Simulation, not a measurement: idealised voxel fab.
The name of this process module is voxel self aligned contacts.
285 nm wide, 5 nm square cells: that's cross-section cut.
Think of the cross-section as a grid of square cells. We describe it in bands, top to bottom, and each band covers one or more rows of those cells.
Quick guide to a band line: top height, bottom height (nm) up front; then every material left to right with its width in nm. Only one material and it's marked "edge to edge"? Then it fills the band edge to edge. And "blank" just means empty space.
Heights are reckoned from 0. Under this level, the received wafer is all of one material. The bottommost band is open-ended downward, for example "0 -> down".
Quick explanation for "30..40": the width changes in equal steps down the rows of cells, from the first number in the band's top row to the second number in its bottom row.
Basically "everything unchanged" means that step didn't change any cell in the cross-section.
The entry titled "Internal closed voids" provides the empty spaces that have no open way to the top, restricted to those of 8 cells or more. Each is presented as width x height at distance, the distance being measured from the left edge, with all three in nm.
Formally, on a step line, whatever follows the settings is a remark that the simulator itself makes on the step.
Each step line may optionally specify "overlay nm", which for a step with a mask gives the rightward distance between the mask's planned place and where it lay, a negative value indicating the leftward direction.

**Intended process steps**
| 1 | RECEIVE, material Si |
| 2 | OXIDIZE, depth nm 5 |
| 3 | DIRECTIONAL_DEP, material polySi, thk nm 20 |
| 4 | DIRECTIONAL_DEP, material SiN, thk nm 20 |
| 5 | DIRECTIONAL_DEP, material aC, thk nm 10 |
| 6 | PATTERN, tone cover, mask id GATE, material resist, width nm 25, pitch nm 55, thk nm 30, overlay nm 0 |
| 7 | DIRECTIONAL_ETCH, etch materials aC, depth nm 10 |
| 8 | STRIP, etch materials resist |
| 9 | DIRECTIONAL_ETCH, etch materials SiN, depth nm 20 |
| 10 | DIRECTIONAL_ETCH, etch materials polySi, depth nm 20 |
| 11 | STRIP, etch materials aC |
| 12 | CONFORMAL_DEP, material SiN, thk nm 5 |
| 13 | DIRECTIONAL_ETCH, etch materials SiN, depth nm 5 |
| 14 | FILL_DEP, material SiO2, thk nm 10 |
| 15 | CMP, height nm 45 |
| 16 | PATTERN, tone open, mask id CONTACT, material resist, width nm 40, pitch nm 55, thk nm 15, overlay nm 0 |
| 17 | DIRECTIONAL_ETCH, etch materials SiO2, depth nm 50 |
| 18 | STRIP, etch materials resist |
| 19 | CONFORMAL_DEP, material TiN, thk nm 5 |
| 20 | FILL_DEP, material W, thk nm 5 |
| 21 | CMP, height nm 45 |
| 22 | CONFORMAL_DEP, material SiCN, thk nm 5 |

**Cross-section of the wafer as it came to us, i.e., already through step 1**
	0 -> down | Si edge to edge
	Internal closed voids: none

**First of two wafers, end-of-module section, run followed plan**
	50 -> 45 | SiCN edge to edge
	45 -> 40 | SiO2 95, then TiN 15, then W 10, then TiN 15, then SiO2 15, then TiN 15, then W 10, then TiN 15, then SiO2 95
	40 -> 20 | SiO2 70, then SiN 35, then TiN 5, then W 10, then TiN 5, then SiN 35, then TiN 5, then W 10, then TiN 5, then SiN 35, then SiO2 70
	20 -> 0 | SiO2 70, then SiN 5, then polySi 25, then SiN 5, then TiN 5, then W 10, then TiN 5, then SiN 5, then polySi 25, then SiN 5, then TiN 5, then W 10, then TiN 5, then SiN 5, then polySi 25, then SiN 5, then SiO2 70
	0 -> -5 | SiO2 105, then TiN 20, then SiO2 35, then TiN 20, then SiO2 105
	-5 -> down | Si edge to edge
	Internal closed voids: none

**Module end: cross-section of wafer two of two. Same start and process plan as the first wafer. One mistake during execution**
	50 -> 45 | SiCN edge to edge
	45 -> 40 | SiO2 70, then SiN 35, then TiN 20, then SiN 35, then TiN 20, then SiN 35, then SiO2 70
	40 -> 20 | SiN edge to edge
	20 -> 0 | polySi edge to edge
	0 -> -5 | SiO2 edge to edge
	-5 -> down | Si edge to edge
	Internal closed voids: none
The plan and the run diverged here: step 4 of the plan saw execution twice
Looking at both finished wafers in cells, the second ends up ahead of or behind the first on some materials: SiN: 141 more, SiO2: 229 fewer, TiN: 44 fewer, W: 36 fewer, polySi: 168 more
